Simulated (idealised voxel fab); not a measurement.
Process module, titled voxel self aligned vias
The cross-section on display is named cut; it measures 185 nm wide, and its cells are 5 nm squares.
Square cells in a grid make up a cross-section in this document, and the grid is given as bands, listed from the top down, each one or more rows of cells. The entry gives the band's vertical extent as a top height and a bottom height in nm, then its horizontal make-up as materials from left to right, each with a width in nm. "blank" stands for empty space; a single material marked "everywhere" fills the band edge to edge. The level at which height equals 0 is the one under which the wafer, as it arrives, is entirely one material. No lower edge exists for the bottom band, which continues downward and is notated as in "0 down". The width entry "30..40" should be interpreted row by row: the top row of cells in the band takes the first number, the bottom row takes the second number, and the change between adjacent rows is uniform throughout. Step marked "no change occurred"? Then no cell in the cross-section changed in it. In "Sealed void list" the enclosed voids are listed, meaning empty spaces of 8 cells or larger without any opening to the top. The form is width x height at distance, distance from the left edge, units nm. On each step's line, the part that comes after the settings is the simulator's own comment on the step. overlay nm: how far to the right of its planned place the mask lay on this masked step (negative: to the left).
The following list gives the planned process steps:
1) RECEIVE: material Si
2) CONFORMAL_DEP: material SiO2, thk nm 15
3) CONFORMAL_DEP: material SiCN, thk nm 5
4) DIRECTIONAL_DEP: material SiO2, thk nm 30
5) DIRECTIONAL_DEP: material aC, thk nm 10
6) PATTERN: tone open, mask id LINES, material resist, width nm 25, pitch nm 50, thk nm 25, overlay nm 0
7) DIRECTIONAL_ETCH: etch materials aC, depth nm 10
8) STRIP: etch materials resist
9) DIRECTIONAL_ETCH: etch materials SiO2, depth nm 30
10) STRIP: etch materials aC
11) CONFORMAL_DEP: material TiN, thk nm 5
12) FILL_DEP: material W, thk nm 5
13) CMP: height nm 50
14) SELECTIVE_ETCH: etch materials W Ru TiN, depth nm 5
15) FILL_DEP: material SiN, thk nm 10
16) CMP: height nm 50
17) DIRECTIONAL_DEP: material SiO2, thk nm 15
18) MASKED_ETCH: tone open, mask id VIAS, width nm 35, etch materials SiO2, depth nm 15, overlay nm 0
19) MASKED_ETCH: tone open, mask id VIAS, width nm 35, etch materials SiN, depth nm 5, overlay nm 0
20) CONFORMAL_DEP: material TiN, thk nm 5
21) FILL_DEP: material Cu, thk nm 10
22) CMP: height nm 65
23) CONFORMAL_DEP: material SiCN, thk nm 5
Wafer cross-section on receipt, i.e. after step 1:
- 0 down  Si everywhere
- Sealed void list: none
As-planned run: cross-section of the first of two wafers at end of module:
- 70 to 65  SiCN everywhere
- 65 to 55  50 nm SiO2, then 5 nm TiN, then 25 nm Cu, then 5 nm TiN, then 100 nm SiO2
- 55 to 50  50 nm SiO2, then 10 nm TiN, then 15 nm Cu, then 10 nm TiN, then 100 nm SiO2
- 50 to 45  55 nm SiO2, then 25 nm TiN, then 25 nm SiO2, then 25 nm SiN, then 55 nm SiO2
- 45 to 25  55 nm SiO2, then 5 nm TiN, then 15 nm W, then 5 nm TiN, then 25 nm SiO2, then 5 nm TiN, then 15 nm W, then 5 nm TiN, then 55 nm SiO2
- 25 to 20  55 nm SiO2, then 25 nm TiN, then 25 nm SiO2, then 25 nm TiN, then 55 nm SiO2
- 20 to 15  SiCN everywhere
- 15 to 0  SiO2 everywhere
- 0 down  Si everywhere
- Sealed void list: none
Same start, same plan as the first wafer - but one mistake in the run. Cross-section of the second of the two at the end of the module:
- 70 to 65  SiCN everywhere
- 65 to 55  50 nm SiO2, then 5 nm TiN, then 25 nm Cu, then 5 nm TiN, then 100 nm SiO2
- 55 to 50  50 nm SiN, then 35 nm TiN, then 100 nm SiN
- 50 to 45  55 nm SiO2, then 25 nm SiN, then 25 nm SiO2, then 25 nm SiN, then 55 nm SiO2
- 45 to 25  55 nm SiO2, then 5 nm TiN, then 15 nm W, then 5 nm TiN, then 25 nm SiO2, then 5 nm TiN, then 15 nm W, then 5 nm TiN, then 55 nm SiO2
- 25 to 20  55 nm SiO2, then 25 nm TiN, then 25 nm SiO2, then 25 nm TiN, then 55 nm SiO2
- 20 to 15  SiCN everywhere
- 15 to 0  SiO2 everywhere
- 0 down  Si everywhere
- Sealed void list: none
It is concluded that the wafer was processed incorrectly with respect to the plan, in that in deviation from the planned setting, step 16 was conducted as CMP: height nm 55
Counted in cells at the end, the second wafer holds more or fewer of these materials than the first: -3 Cu | +35 SiN | -30 SiO2 | -2 TiN
